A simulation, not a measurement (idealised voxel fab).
The name of this process module is voxel ribs on slabs.
Section shown: cut. Width: 225 nm. Cell size: 5 nm, square.
The cross-sections in this document take the form of a grid made of square cells. They are written out as bands, in order from top to bottom. Each band consists of one or more rows of cells.
Quick guide to a band line: top height, bottom height (nm) up front; then every material left to right with its width in nm. Only one material and it's marked "edge to edge"? Then it fills the band edge to edge. And "empty" just means empty space.
Where do heights start? At 0: under that level the wafer as delivered is made of one material only. And the lowest band has no floor; it just carries on downward, as in "0 and below".
With a width like "30 to 40", each row of cells in the band differs from the next by the same amount, the top row carrying the first number and the bottom row the second.
Where the words "no modifications" appear for a step, the cross-section shows no cell changed by that step; every cell remained as before.
"Closed void catalog" enumerates empty spaces isolated from the top, with no open way to it, that contain at least 8 cells, giving each as width x height at distance from the left edge, all three in nm.
Heads up: the bit after the settings on a step's line is the simulator's remark on that step.
"overlay nm" on a masked step: distance the mask lay right of its planned place, negative for left.
The remainder of this document consists of a sequence of paired cross-sections. Each pair presents the cross-section prior to one process step together with the cross-section following it, the latter being rendered only as deep as the lowest band that underwent change. The intervening step, together with its settings, is stated beneath each pair. Because the pairs may originate from different runs of this module on the same starting wafer, a given pair is to be read as continuing from the preceding pair only where its entry headed "Pre-process cross-section" so indicates.

Pre-process cross-section:
> 35 down to 30 | 105 of empty / 15 of SiN / 105 of empty
> 30 down to 25 | 85 of SiN / 20 of empty / 15 of SiN / 20 of empty / 85 of SiN
> 25 down to 0 | SiO2 edge to edge
> 0 and below | Si edge to edge
> Closed void catalog: none

Sectional View, Post-Process:
> 55 down to 35 | SiO2 edge to edge
> 35 down to 30 | 105 of SiO2 / 15 of SiN / 105 of SiO2
> 30 down to 25 | 85 of SiN / 20 of SiO2 / 15 of SiN / 20 of SiO2 / 85 of SiN
> Beneath the level 25, the cross-section is identical to its previous state.
> Closed void catalog: none
To go from the before cross-section above to the after cross-section, apply FILL_DEP, material SiO2, thk nm 20

Pre-process cross-section: it's just the after picture from the pair right above this one.

Sectional View, Post-Process:
> 60 down to 55 | TiN edge to edge
> Beneath the level 55, the cross-section is identical to its previous state.
> Closed void catalog: none
To go from the before cross-section above to the after cross-section, apply DIRECTIONAL_DEP, material TiN, thk nm 5

Pre-process cross-section: it's just the after picture from the pair right above this one.

Sectional View, Post-Process:
> 80 down to 60 | 100 of empty / 25 of resist / 100 of empty
> Beneath the level 60, the cross-section is identical to its previous state.
> Closed void catalog: none
To go from the before cross-section above to the after cross-section, apply PATTERN, tone cover, mask id HEATER, material resist, width nm 25, thk nm 20, overlay nm 0

Pre-process cross-section: it's just the after picture from the pair right above this one.

Sectional View, Post-Process:
> 80 down to 60 | 100 of empty / 25 of resist / 100 of empty
> 60 down to 55 | 100 of empty / 25 of TiN / 100 of empty
> Beneath the level 55, the cross-section is identical to its previous state.
> Closed void catalog: none
To go from the before cross-section above to the after cross-section, apply DIRECTIONAL_ETCH, etch materials TiN, depth nm 5

Pre-process cross-section: it's just the after picture from the pair right above this one.

Sectional View, Post-Process:
> 60 down to 55 | 100 of empty / 25 of TiN / 100 of empty
> Beneath the level 55, the cross-section is identical to its previous state.
> Closed void catalog: none
To go from the before cross-section above to the after cross-section, apply STRIP, etch materials resist

Pre-process cross-section: it's just the after picture from the pair right above this one.

Sectional View, Post-Process:
> 70 down to 65 | 90 of empty / 45 of SiN / 90 of empty
> 65 down to 60 | SiN edge to edge
> 60 down to 55 | 100 of SiN / 25 of TiN / 100 of SiN
> Beneath the level 55, the cross-section is identical to its previous state.
> Closed void catalog: none
To go from the before cross-section above to the after cross-section, apply CONFORMAL_DEP, material SiN, thk nm 10
